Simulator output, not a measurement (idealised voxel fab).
Proc. module: voxel capacitor over wiring
cross-section cut | 255 nm wide | cells 5 nm
Cross-section layout: square cells on a grid; listed as bands, top to bottom; a band spans one or more cell rows. Band entry format. Leading values: height of top, height of bottom, nm. Remainder: materials in left-to-right order, each with its width in nm. Special words: "all across" on a single material, which then fills the band edge to edge; "air", empty space. Height reference: 0 = level under which incoming wafer is all one material. Lowest band: no bottom, runs on downward, e.g. "0 down". Width: "30..40" (first number = top row, second number = bottom row, same change from row to row of cells). The designation "changes: none", where it is given for a processing step, indicates that no cell of the cross-section was altered in the course of that step. The list in "Sealed void list" covers empty spaces of 8 cells or more that cannot reach the top through any open way, and it gives each as width x height at distance; the distance is from the left edge, and width, height and distance are in nm. That trailing text on a step's line, after the settings, is the simulator's own remark on the step. The optional step-line setting "overlay nm" applies to steps with a mask and quantifies how far to the right of its planned location the mask lay, a negative value indicating leftward placement.

### Process steps foreseen in the plan
step 1: RECEIVE with material Si
step 2: CONFORMAL_DEP with material SiO2, thk nm 15
step 3: DIRECTIONAL_DEP with material TiN, thk nm 5
step 4: DIRECTIONAL_DEP with material W, thk nm 15
step 5: MASKED_ETCH with tone cover, mask id METAL_1, width nm 25, pitch nm 85, etch materials W, depth nm 15, overlay nm 0
step 6: MASKED_ETCH with tone cover, mask id METAL_1, width nm 25, pitch nm 85, etch materials TiN, depth nm 5, overlay nm 0
step 7: CONFORMAL_DEP with material SiCN, thk nm 5
step 8: FILL_DEP with material lowk, thk nm 10
step 9: CMP with height nm 35
step 10: CONFORMAL_DEP with material SiCN, thk nm 5
step 11: DIRECTIONAL_DEP with material lowk, thk nm 10
step 12: DIRECTIONAL_DEP with material aC, thk nm 15
step 13: PATTERN with tone open, mask id PLUG_1, material resist, width nm 15, thk nm 30, overlay nm 0
step 14: DIRECTIONAL_ETCH with etch materials aC, depth nm 15
step 15: STRIP with etch materials resist
step 16: DIRECTIONAL_ETCH with etch materials lowk, depth nm 10
step 17: DIRECTIONAL_ETCH with etch materials SiCN, depth nm 5
step 18: STRIP with etch materials aC
step 19: CONFORMAL_DEP with material TiN, thk nm 5
step 20: FILL_DEP with material Cu, thk nm 5
step 21: CMP with height nm 50
step 22: DIRECTIONAL_DEP with material TiN, thk nm 5
step 23: DIRECTIONAL_DEP with material HfO2, thk nm 5
step 24: DIRECTIONAL_DEP with material TiN, thk nm 5
step 25: DIRECTIONAL_DEP with material aC, thk nm 15
step 26: PATTERN with tone cover, mask id UPPER_PLATE, material resist, width nm 65, thk nm 35, overlay nm 0
step 27: DIRECTIONAL_ETCH with etch materials aC, depth nm 15
step 28: STRIP with etch materials resist
step 29: DIRECTIONAL_ETCH with etch materials TiN, depth nm 10
step 30: DIRECTIONAL_ETCH with etch materials HfO2, depth nm 5
step 31: STRIP with etch materials aC
step 32: DIRECTIONAL_DEP with material aC, thk nm 15
step 33: PATTERN with tone cover, mask id LOWER_PLATE, material resist, width nm 75, thk nm 30, overlay nm 0
step 34: DIRECTIONAL_ETCH with etch materials aC, depth nm 15
step 35: STRIP with etch materials resist
step 36: DIRECTIONAL_ETCH with etch materials TiN, depth nm 5
step 37: STRIP with etch materials aC
step 38: FILL_DEP with material SiO2, thk nm 20
step 39: CMP with height nm 85
step 40: PATTERN with tone open, mask id PLUG_2, material resist, width nm 15, thk nm 15, overlay nm 0
step 41: DIRECTIONAL_ETCH with etch materials SiO2, depth nm 15
step 42: STRIP with etch materials resist
step 43: CONFORMAL_DEP with material TiN, thk nm 5
step 44: FILL_DEP with material Cu, thk nm 5
step 45: CMP with height nm 85
step 46: CONFORMAL_DEP with material SiCN, thk nm 5
The plan's step 24 thk nm is the first wafer's value; the wafers differ in this setting and start identical.

### After step 1, as received: first of several wafers, cross-section
* 0 down | Si all across
* Sealed void list: none

### Tabulated below, wafer by wafer, are the end-of-module results: for each material, the number of cells gained (+) or lost (-) relative to the as-received state, followed by the closed voids
thk nm 5 | +4 Cu | +13 HfO2 | +152 SiCN | +460 SiO2 | +52 TiN | +30 W | +207 lowk | Sealed void list: none
thk nm 10 | +4 Cu | +13 HfO2 | +152 SiCN | +447 SiO2 | +65 TiN | +30 W | +207 lowk | Sealed void list: none
thk nm 15 | +3 Cu | +51 HfO2 | +152 SiCN | +361 SiO2 | +114 TiN | +30 W | +207 lowk | Sealed void list: none
thk nm 20 | +2 Cu | +51 HfO2 | +152 SiCN | +313 SiO2 | +163 TiN | +30 W | +207 lowk | Sealed void list: none
thk nm 25 | +2 Cu | +51 HfO2 | +152 SiCN | +265 SiO2 | +211 TiN | +30 W | +207 lowk | Sealed void list: none
